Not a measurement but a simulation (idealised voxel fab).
process module | voxel self aligned contacts
cross-section cut | 230 nm wide | cells 5 nm
A cross-section is a grid of square cells, given in bands from the top down. A band is one or more rows of cells.
Each band's line starts with the height of the band's top and of its bottom, in nm. Then come its materials from left to right, each with its width in nm. One material with "throughout" fills the band from edge to edge. "air" is empty space.
Height 0 is the level under which the wafer as received is all one material. The lowest band goes on downwards, as in "0 down".
A width such as "30 to 40" changes by the same amount from each row of cells to the next, from the band's top row to its bottom row.
"no change" after a step means that no cell of the cross-section changed.
closed voids: empty space of 8 cells or more with no open way to the top, each as width x height at its distance from the left edge, in nm
after a step's settings: what the simulator itself notes on the step
overlay nm, on a step with a mask: how far to the right of its planned place the mask lay; to the left if negative
plan
1 op RECEIVE | material Si
2 op OXIDIZE | depth nm 5
3 op DIRECTIONAL_DEP | material polySi | thk nm 30
4 op DIRECTIONAL_DEP | material SiN | thk nm 20
5 op DIRECTIONAL_DEP | material aC | thk nm 10
6 op PATTERN | tone cover | mask id GATE | material resist | width nm 30 | pitch nm 60 | thk nm 25 | overlay nm 0
7 op DIRECTIONAL_ETCH | etch materials aC | depth nm 10
8 op STRIP | etch materials resist
9 op DIRECTIONAL_ETCH | etch materials SiN | depth nm 20
10 op DIRECTIONAL_ETCH | etch materials polySi | depth nm 30
11 op STRIP | etch materials aC
12 op CONFORMAL_DEP | material SiN | thk nm 5
13 op DIRECTIONAL_ETCH | etch materials SiN | depth nm 5
14 op FILL_DEP | material SiO2 | thk nm 15
15 op CMP | height nm 60
16 op MASKED_ETCH | tone open | mask id CONTACT | width nm 40 | pitch nm 60 | etch materials SiO2 | depth nm 65 | overlay nm 0
17 op CONFORMAL_DEP | material TiN | thk nm 5
18 op FILL_DEP | material W | thk nm 10
19 op CMP | height nm 60
20 op CONFORMAL_DEP | material SiN | thk nm 5
first wafer, as planned
as received, after step 1
  0 down: Si throughout
  closed voids: none
after step 2
  0 to -5: SiO2 throughout
  below -5: unchanged
after step 3
  30 to 0: polySi throughout
  below 0: unchanged
after step 4
  50 to 30: SiN throughout
  below 30: unchanged
after step 5
  60 to 50: aC throughout
  below 50: unchanged
after step 6
  85 to 60: air 40 | resist 30 | air 30 | resist 30 | air 30 | resist 30 | air 40
  below 60: unchanged
after step 7
  75 to 60: air 40 | resist 30 | air 30 | resist 30 | air 30 | resist 30 | air 40
  60 to 50: air 40 | aC 30 | air 30 | aC 30 | air 30 | aC 30 | air 40
  below 50: unchanged
after step 8
  60 to 50: air 40 | aC 30 | air 30 | aC 30 | air 30 | aC 30 | air 40
  below 50: unchanged
after step 9
  60 to 50: air 40 | aC 30 | air 30 | aC 30 | air 30 | aC 30 | air 40
  50 to 30: air 40 | SiN 30 | air 30 | SiN 30 | air 30 | SiN 30 | air 40
  below 30: unchanged
after step 10
  60 to 50: air 40 | aC 30 | air 30 | aC 30 | air 30 | aC 30 | air 40
  50 to 30: air 40 | SiN 30 | air 30 | SiN 30 | air 30 | SiN 30 | air 40
  30 to 0: air 40 | polySi 30 | air 30 | polySi 30 | air 30 | polySi 30 | air 40
  below 0: unchanged
after step 11
  50 to 30: air 40 | SiN 30 | air 30 | SiN 30 | air 30 | SiN 30 | air 40
  below 30: unchanged
after step 12
  55 to 30: air 35 | SiN 40 | air 20 | SiN 40 | air 20 | SiN 40 | air 35
  30 to 5: air 35 | SiN 5 | polySi 30 | SiN 5 | air 20 | SiN 5 | polySi 30 | SiN 5 | air 20 | SiN 5 | polySi 30 | SiN 5 | air 35
  5 to 0: SiN 40 | polySi 30 | SiN 30 | polySi 30 | SiN 30 | polySi 30 | SiN 40
  below 0: unchanged
after step 13
  50 to 30: air 35 | SiN 40 | air 20 | SiN 40 | air 20 | SiN 40 | air 35
  30 to 0: air 35 | SiN 5 | polySi 30 | SiN 5 | air 20 | SiN 5 | polySi 30 | SiN 5 | air 20 | SiN 5 | polySi 30 | SiN 5 | air 35
  below 0: unchanged
after step 14
  65 to 50: SiO2 throughout
  50 to 30: SiO2 35 | SiN 40 | SiO2 20 | SiN 40 | SiO2 20 | SiN 40 | SiO2 35
  30 to 0: SiO2 35 | SiN 5 | polySi 30 | SiN 5 | SiO2 20 | SiN 5 | polySi 30 | SiN 5 | SiO2 20 | SiN 5 | polySi 30 | SiN 5 | SiO2 35
  below 0: unchanged
after step 15
  60 to 50: SiO2 throughout
  below 50: unchanged
after step 16
  60 to 50: SiO2 65 | air 40 | SiO2 20 | air 40 | SiO2 65
  50 to 30: SiO2 35 | SiN 40 | air 20 | SiN 40 | air 20 | SiN 40 | SiO2 35
  30 to 0: SiO2 35 | SiN 5 | polySi 30 | SiN 5 | air 20 | SiN 5 | polySi 30 | SiN 5 | air 20 | SiN 5 | polySi 30 | SiN 5 | SiO2 35
  0 to -5: SiO2 75 | air 20 | SiO2 40 | air 20 | SiO2 75
  below -5: unchanged
after step 17
  65 to 60: TiN 70 | air 30 | TiN 30 | air 30 | TiN 70
  60 to 50: SiO2 65 | TiN 5 to 15 | air 30 to 10 | TiN 5 to 15 | SiO2 20 | TiN 5 to 15 | air 30 to 10 | TiN 5 to 15 | SiO2 65
  50 to 30: SiO2 35 | SiN 40 | TiN 5 | air 10 | TiN 5 | SiN 40 | TiN 5 | air 10 | TiN 5 | SiN 40 | SiO2 35
  30 to 0: SiO2 35 | SiN 5 | polySi 30 | SiN 5 | TiN 5 | air 10 | TiN 5 | SiN 5 | polySi 30 | SiN 5 | TiN 5 | air 10 | TiN 5 | SiN 5 | polySi 30 | SiN 5 | SiO2 35
  0 to -5: SiO2 75 | TiN 20 | SiO2 40 | TiN 20 | SiO2 75
  below -5: unchanged
after step 18
  75 to 65: W throughout
  65 to 60: TiN 70 | W 30 | TiN 30 | W 30 | TiN 70
  60 to 50: SiO2 65 | TiN 5 to 15 | W 30 to 10 | TiN 5 to 15 | SiO2 20 | TiN 5 to 15 | W 30 to 10 | TiN 5 to 15 | SiO2 65
  50 to 30: SiO2 35 | SiN 40 | TiN 5 | W 10 | TiN 5 | SiN 40 | TiN 5 | W 10 | TiN 5 | SiN 40 | SiO2 35
  30 to 0: SiO2 35 | SiN 5 | polySi 30 | SiN 5 | TiN 5 | W 10 | TiN 5 | SiN 5 | polySi 30 | SiN 5 | TiN 5 | W 10 | TiN 5 | SiN 5 | polySi 30 | SiN 5 | SiO2 35
  below 0: unchanged
after step 19
  60 to 50: SiO2 65 | TiN 5 to 15 | W 30 to 10 | TiN 5 to 15 | SiO2 20 | TiN 5 to 15 | W 30 to 10 | TiN 5 to 15 | SiO2 65
  below 50: unchanged
after step 20
  65 to 60: SiN throughout
  below 60: unchanged
second wafer: like start, like plan, one mistake. Through step 15 it matches the first wafer
when step 16 should have ended
  60 to 50: air 65 | SiO2 40 | air 20 | SiO2 40 | air 65
  50 to 30: air 35 | SiN 40 | SiO2 20 | SiN 40 | SiO2 20 | SiN 40 | air 35
  30 to 0: air 35 | SiN 5 | polySi 30 | SiN 5 | SiO2 20 | SiN 5 | polySi 30 | SiN 5 | SiO2 20 | SiN 5 | polySi 30 | SiN 5 | air 35
  0 to -5: air 35 | SiO2 160 | air 35
  below -5: unchanged
when step 17 should have ended
  65 to 60: air 60 | TiN 50 | air 10 | TiN 50 | air 60
  60 to 55: air 60 | TiN 5 | SiO2 40 | TiN 5 | air 10 | TiN 5 | SiO2 40 | TiN 5 | air 60
  55 to 50: air 30 | TiN 35 | SiO2 40 | TiN 20 | SiO2 40 | TiN 35 | air 30
  50 to 30: air 30 | TiN 5 | SiN 40 | SiO2 20 | SiN 40 | SiO2 20 | SiN 40 | TiN 5 | air 30
  30 to 0: air 30 | TiN 5 | SiN 5 | polySi 30 | SiN 5 | SiO2 20 | SiN 5 | polySi 30 | SiN 5 | SiO2 20 | SiN 5 | polySi 30 | SiN 5 | TiN 5 | air 30
  0 to -5: TiN 35 | SiO2 160 | TiN 35
  below -5: unchanged
when step 18 should have ended
  75 to 65: W throughout
  65 to 60: W 60 | TiN 50 | W 10 | TiN 50 | W 60
  60 to 55: W 60 | TiN 5 | SiO2 40 | TiN 5 | W 10 | TiN 5 | SiO2 40 | TiN 5 | W 60
  55 to 50: W 30 | TiN 35 | SiO2 40 | TiN 20 | SiO2 40 | TiN 35 | W 30
  50 to 30: W 30 | TiN 5 | SiN 40 | SiO2 20 | SiN 40 | SiO2 20 | SiN 40 | TiN 5 | W 30
  30 to 0: W 30 | TiN 5 | SiN 5 | polySi 30 | SiN 5 | SiO2 20 | SiN 5 | polySi 30 | SiN 5 | SiO2 20 | SiN 5 | polySi 30 | SiN 5 | TiN 5 | W 30
  below 0: unchanged
when step 19 should have ended
  60 to 55: W 60 | TiN 5 | SiO2 40 | TiN 5 | W 10 | TiN 5 | SiO2 40 | TiN 5 | W 60
  below 55: unchanged
when step 20 should have ended
  65 to 60: SiN throughout
  below 60: unchanged
what went wrong: step 16 ran as: op MASKED_ETCH | tone cover | mask id CONTACT | width nm 40 | pitch nm 60 | etch materials SiO2 | depth nm 65 | overlay nm 0
at the end the second wafer has, in cells: 94 fewer of SiO2 | 8 fewer of TiN | 102 more of W
